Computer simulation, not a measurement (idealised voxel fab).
Process module, titled voxel gate over fins
Cross-section cut spans 260 nm and uses square cells 5 nm in size.
A cross-section is a grid of square cells, given in bands from the top down. A band is one or more rows of cells. Basically the band line says how high the top is and how high the bottom is, in nm, and then what's in it from left to right, every material with its width in nm. Empty space shows up as "blank", and if a single material carries "everywhere" it runs the full band edge to edge. Height reference: 0 = level under which incoming wafer is all one material. Lowest band: no bottom, runs on downward, e.g. "0..down". When a width is written as two numbers, as in "30->40", the first number is the width in the top row of cells of the band and the second is the width in its bottom row, and the width changes by the same amount from each row to the next. "everything unchanged", as given for a step, is the statement that not any cell of the cross-section underwent a change during that step. What "Listed closed voids" gives you is every empty space of 8 cells or more that is cut off from the top. Each appears as width x height at distance, with the distance taken from the left edge and width, height and distance all in nm. What comes after the settings on a step's line is commentary from the simulator itself on that step. overlay nm, on a step with a mask: how far to the right of its planned place the mask lay; to the left if negative.

-- So here's the lineup of process steps we planned
| 1 | op RECEIVE | material Si |
| 2 | op CONFORMAL_DEP | material SiN | thk nm 10 |
| 3 | op MASKED_ETCH | tone cover | mask id FINS | width nm 15 | pitch nm 45 | etch materials SiN | depth nm 10 | overlay nm 0 |
| 4 | op MASKED_ETCH | tone cover | mask id FINS | width nm 15 | pitch nm 45 | etch materials Si | depth nm 35 | overlay nm 0 |
| 5 | op OXIDIZE | depth nm 5 |
| 6 | op FILL_DEP | material SiO2 | thk nm 15 |
| 7 | op CMP | height nm 10 |
| 8 | op SELECTIVE_ETCH | etch materials SiO2 | depth nm 20 |
| 9 | op STRIP | etch materials SiN |
| 10 | op CONFORMAL_DEP | material HfO2 | thk nm 5 |
| 11 | op CONFORMAL_DEP | material TiN | thk nm 5 |
| 12 | op CONFORMAL_DEP | material TiAl | thk nm 5 |
| 13 | op CONFORMAL_DEP | material TiN | thk nm 5 |
| 14 | op FILL_DEP | material W | thk nm 15 |
| 15 | op CMP | height nm 30 |
| 16 | op CONFORMAL_DEP | material SiN | thk nm 10 |

-- First wafer of two (run as planned)

-- The cross-section here shows the wafer as received, i.e. in its state after step 1
    0..down | Si everywhere
    Listed closed voids: none

-- Step 2 done - wafer cross-section
    10..0 | SiN everywhere
    Rest of section, below 0: as before.

-- Step 3 done - wafer cross-section
    10..0 | 75 blank, then 15 SiN, then 30 blank, then 15 SiN, then 30 blank, then 15 SiN, then 80 blank
    Rest of section, below 0: as before.

-- Step 4 done - wafer cross-section
    10..0 | 75 blank, then 15 SiN, then 30 blank, then 15 SiN, then 30 blank, then 15 SiN, then 80 blank
    0..-35 | 75 blank, then 15 Si, then 30 blank, then 15 Si, then 30 blank, then 15 Si, then 80 blank
    Rest of section, below -35: as before.

-- Step 5 done - wafer cross-section
    10..0 | 75 blank, then 15 SiN, then 30 blank, then 15 SiN, then 30 blank, then 15 SiN, then 80 blank
    0..-35 | 75 blank, then 5 SiO2, then 5 Si, then 5 SiO2, then 30 blank, then 5 SiO2, then 5 Si, then 5 SiO2, then 30 blank, then 5 SiO2, then 5 Si, then 5 SiO2, then 80 blank
    -35..-40 | 80 SiO2, then 5 Si, then 40 SiO2, then 5 Si, then 40 SiO2, then 5 Si, then 85 SiO2
    Rest of section, below -40: as before.

-- Step 6 done - wafer cross-section
    25..10 | SiO2 everywhere
    10..0 | 75 SiO2, then 15 SiN, then 30 SiO2, then 15 SiN, then 30 SiO2, then 15 SiN, then 80 SiO2
    0..-40 | 80 SiO2, then 5 Si, then 40 SiO2, then 5 Si, then 40 SiO2, then 5 Si, then 85 SiO2
    Rest of section, below -40: as before.

-- Step 7 done - wafer cross-section
    10..0 | 75 SiO2, then 15 SiN, then 30 SiO2, then 15 SiN, then 30 SiO2, then 15 SiN, then 80 SiO2
    Rest of section, below 0: as before.

-- Step 8 done - wafer cross-section
    10..0 | 75 blank, then 15 SiN, then 30 blank, then 15 SiN, then 30 blank, then 15 SiN, then 80 blank
    0..-10 | 80 blank, then 5 Si, then 40 blank, then 5 Si, then 40 blank, then 5 Si, then 85 blank
    Rest of section, below -10: as before.

-- Step 9 done - wafer cross-section
    0..-10 | 80 blank, then 5 Si, then 40 blank, then 5 Si, then 40 blank, then 5 Si, then 85 blank
    Rest of section, below -10: as before.

-- Step 10 done - wafer cross-section
    5..0 | 75 blank, then 15 HfO2, then 30 blank, then 15 HfO2, then 30 blank, then 15 HfO2, then 80 blank
    0..-5 | 75 blank, then 5 HfO2, then 5 Si, then 5 HfO2, then 30 blank, then 5 HfO2, then 5 Si, then 5 HfO2, then 30 blank, then 5 HfO2, then 5 Si, then 5 HfO2, then 80 blank
    -5..-10 | 80 HfO2, then 5 Si, then 40 HfO2, then 5 Si, then 40 HfO2, then 5 Si, then 85 HfO2
    Rest of section, below -10: as before.

-- Step 11 done - wafer cross-section
    10..5 | 70 blank, then 25 TiN, then 20 blank, then 25 TiN, then 20 blank, then 25 TiN, then 75 blank
    5..0 | 70 blank, then 5 TiN, then 15 HfO2, then 5 TiN, then 20 blank, then 5 TiN, then 15 HfO2, then 5 TiN, then 20 blank, then 5 TiN, then 15 HfO2, then 5 TiN, then 75 blank
    0..-5 | 75 TiN, then 5 HfO2, then 5 Si, then 5 HfO2, then 30 TiN, then 5 HfO2, then 5 Si, then 5 HfO2, then 30 TiN, then 5 HfO2, then 5 Si, then 5 HfO2, then 80 TiN
    Rest of section, below -5: as before.

-- Step 12 done - wafer cross-section
    15..10 | 65 blank, then 35 TiAl, then 10 blank, then 35 TiAl, then 10 blank, then 35 TiAl, then 70 blank
    10..5 | 65 blank, then 5 TiAl, then 25 TiN, then 5 TiAl, then 10 blank, then 5 TiAl, then 25 TiN, then 5 TiAl, then 10 blank, then 5 TiAl, then 25 TiN, then 5 TiAl, then 70 blank
    5..0 | 70 TiAl, then 5 TiN, then 15 HfO2, then 5 TiN, then 20 TiAl, then 5 TiN, then 15 HfO2, then 5 TiN, then 20 TiAl, then 5 TiN, then 15 HfO2, then 5 TiN, then 75 TiAl
    Rest of section, below 0: as before.

-- Step 13 done - wafer cross-section
    20..15 | 60 blank, then 135 TiN, then 65 blank
    15..10 | 60 blank, then 5 TiN, then 35 TiAl, then 10 TiN, then 35 TiAl, then 10 TiN, then 35 TiAl, then 5 TiN, then 65 blank
    10..5 | 65 TiN, then 5 TiAl, then 25 TiN, then 5 TiAl, then 10 TiN, then 5 TiAl, then 25 TiN, then 5 TiAl, then 10 TiN, then 5 TiAl, then 25 TiN, then 5 TiAl, then 70 TiN
    Rest of section, below 5: as before.

-- Step 14 done - wafer cross-section
    35..20 | W everywhere
    20..15 | 60 W, then 135 TiN, then 65 W
    15..10 | 60 W, then 5 TiN, then 35 TiAl, then 10 TiN, then 35 TiAl, then 10 TiN, then 35 TiAl, then 5 TiN, then 65 W
    Rest of section, below 10: as before.

-- Step 15 done - wafer cross-section
    30..20 | W everywhere
    Rest of section, below 20: as before.

-- Step 16 done - wafer cross-section
    40..30 | SiN everywhere
    Rest of section, below 30: as before.

-- Wafer two of two - same starting point, same process plan, one mistake in execution; matches wafer one up to and including step 7

-- when step 8 should have ended
    10..0 | 75 blank, then 15 SiN, then 30 blank, then 15 SiN, then 30 blank, then 15 SiN, then 80 blank
    0..-30 | 80 blank, then 5 Si, then 40 blank, then 5 Si, then 40 blank, then 5 Si, then 85 blank
    Rest of section, below -30: as before.

-- when step 9 should have ended
    0..-30 | 80 blank, then 5 Si, then 40 blank, then 5 Si, then 40 blank, then 5 Si, then 85 blank
    Rest of section, below -30: as before.

-- when step 10 should have ended
    5..0 | 75 blank, then 15 HfO2, then 30 blank, then 15 HfO2, then 30 blank, then 15 HfO2, then 80 blank
    0..-25 | 75 blank, then 5 HfO2, then 5 Si, then 5 HfO2, then 30 blank, then 5 HfO2, then 5 Si, then 5 HfO2, then 30 blank, then 5 HfO2, then 5 Si, then 5 HfO2, then 80 blank
    -25..-30 | 80 HfO2, then 5 Si, then 40 HfO2, then 5 Si, then 40 HfO2, then 5 Si, then 85 HfO2
    Rest of section, below -30: as before.

-- when step 11 should have ended
    10..5 | 70 blank, then 25 TiN, then 20 blank, then 25 TiN, then 20 blank, then 25 TiN, then 75 blank
    5..0 | 70 blank, then 5 TiN, then 15 HfO2, then 5 TiN, then 20 blank, then 5 TiN, then 15 HfO2, then 5 TiN, then 20 blank, then 5 TiN, then 15 HfO2, then 5 TiN, then 75 blank
    0..-20 | 70 blank, then 5 TiN, then 5 HfO2, then 5 Si, then 5 HfO2, then 5 TiN, then 20 blank, then 5 TiN, then 5 HfO2, then 5 Si, then 5 HfO2, then 5 TiN, then 20 blank, then 5 TiN, then 5 HfO2, then 5 Si, then 5 HfO2, then 5 TiN, then 75 blank
    -20..-25 | 75 TiN, then 5 HfO2, then 5 Si, then 5 HfO2, then 30 TiN, then 5 HfO2, then 5 Si, then 5 HfO2, then 30 TiN, then 5 HfO2, then 5 Si, then 5 HfO2, then 80 TiN
    Rest of section, below -25: as before.

-- when step 12 should have ended
    15..10 | 65 blank, then 35 TiAl, then 10 blank, then 35 TiAl, then 10 blank, then 35 TiAl, then 70 blank
    10..5 | 65 blank, then 5 TiAl, then 25 TiN, then 5 TiAl, then 10 blank, then 5 TiAl, then 25 TiN, then 5 TiAl, then 10 blank, then 5 TiAl, then 25 TiN, then 5 TiAl, then 70 blank
    5..0 | 65 blank, then 5 TiAl, then 5 TiN, then 15 HfO2, then 5 TiN, then 5 TiAl, then 10 blank, then 5 TiAl, then 5 TiN, then 15 HfO2, then 5 TiN, then 5 TiAl, then 10 blank, then 5 TiAl, then 5 TiN, then 15 HfO2, then 5 TiN, then 5 TiAl, then 70 blank
    0..-15 | 65 blank, then 5 TiAl, then 5 TiN, then 5 HfO2, then 5 Si, then 5 HfO2, then 5 TiN, then 5 TiAl, then 10 blank, then 5 TiAl, then 5 TiN, then 5 HfO2, then 5 Si, then 5 HfO2, then 5 TiN, then 5 TiAl, then 10 blank, then 5 TiAl, then 5 TiN, then 5 HfO2, then 5 Si, then 5 HfO2, then 5 TiN, then 5 TiAl, then 70 blank
    -15..-20 | 70 TiAl, then 5 TiN, then 5 HfO2, then 5 Si, then 5 HfO2, then 5 TiN, then 20 TiAl, then 5 TiN, then 5 HfO2, then 5 Si, then 5 HfO2, then 5 TiN, then 20 TiAl, then 5 TiN, then 5 HfO2, then 5 Si, then 5 HfO2, then 5 TiN, then 75 TiAl
    Rest of section, below -20: as before.

-- when step 13 should have ended
    20..15 | 60 blank, then 135 TiN, then 65 blank
    15..10 | 60 blank, then 5 TiN, then 35 TiAl, then 10 TiN, then 35 TiAl, then 10 TiN, then 35 TiAl, then 5 TiN, then 65 blank
    10..5 | 60 blank, then 5 TiN, then 5 TiAl, then 25 TiN, then 5 TiAl, then 10 TiN, then 5 TiAl, then 25 TiN, then 5 TiAl, then 10 TiN, then 5 TiAl, then 25 TiN, then 5 TiAl, then 5 TiN, then 65 blank
    5..0 | 60 blank, then 5 TiN, then 5 TiAl, then 5 TiN, then 15 HfO2, then 5 TiN, then 5 TiAl, then 10 TiN, then 5 TiAl, then 5 TiN, then 15 HfO2, then 5 TiN, then 5 TiAl, then 10 TiN, then 5 TiAl, then 5 TiN, then 15 HfO2, then 5 TiN, then 5 TiAl, then 5 TiN, then 65 blank
    0..-10 | 60 blank, then 5 TiN, then 5 TiAl, then 5 TiN, then 5 HfO2, then 5 Si, then 5 HfO2, then 5 TiN, then 5 TiAl, then 10 TiN, then 5 TiAl, then 5 TiN, then 5 HfO2, then 5 Si, then 5 HfO2, then 5 TiN, then 5 TiAl, then 10 TiN, then 5 TiAl, then 5 TiN, then 5 HfO2, then 5 Si, then 5 HfO2, then 5 TiN, then 5 TiAl, then 5 TiN, then 65 blank
    -10..-15 | 65 TiN, then 5 TiAl, then 5 TiN, then 5 HfO2, then 5 Si, then 5 HfO2, then 5 TiN, then 5 TiAl, then 10 TiN, then 5 TiAl, then 5 TiN, then 5 HfO2, then 5 Si, then 5 HfO2, then 5 TiN, then 5 TiAl, then 10 TiN, then 5 TiAl, then 5 TiN, then 5 HfO2, then 5 Si, then 5 HfO2, then 5 TiN, then 5 TiAl, then 70 TiN
    Rest of section, below -15: as before.

-- when step 14 should have ended
    35..20 | W everywhere
    20..15 | 60 W, then 135 TiN, then 65 W
    15..10 | 60 W, then 5 TiN, then 35 TiAl, then 10 TiN, then 35 TiAl, then 10 TiN, then 35 TiAl, then 5 TiN, then 65 W
    10..5 | 60 W, then 5 TiN, then 5 TiAl, then 25 TiN, then 5 TiAl, then 10 TiN, then 5 TiAl, then 25 TiN, then 5 TiAl, then 10 TiN, then 5 TiAl, then 25 TiN, then 5 TiAl, then 5 TiN, then 65 W
    5..0 | 60 W, then 5 TiN, then 5 TiAl, then 5 TiN, then 15 HfO2, then 5 TiN, then 5 TiAl, then 10 TiN, then 5 TiAl, then 5 TiN, then 15 HfO2, then 5 TiN, then 5 TiAl, then 10 TiN, then 5 TiAl, then 5 TiN, then 15 HfO2, then 5 TiN, then 5 TiAl, then 5 TiN, then 65 W
    0..-10 | 60 W, then 5 TiN, then 5 TiAl, then 5 TiN, then 5 HfO2, then 5 Si, then 5 HfO2, then 5 TiN, then 5 TiAl, then 10 TiN, then 5 TiAl, then 5 TiN, then 5 HfO2, then 5 Si, then 5 HfO2, then 5 TiN, then 5 TiAl, then 10 TiN, then 5 TiAl, then 5 TiN, then 5 HfO2, then 5 Si, then 5 HfO2, then 5 TiN, then 5 TiAl, then 5 TiN, then 65 W
    Rest of section, below -10: as before.

-- when step 15 should have ended
    30..20 | W everywhere
    Rest of section, below 20: as before.

-- when step 16 should have ended
    40..30 | SiN everywhere
    Rest of section, below 30: as before.
What was the processing mistake? in the plan, step 8 was performed twice
at the end the second wafer has, in cells: HfO2 +24 | SiO2 -196 | TiAl +24 | TiN +48 | W +100
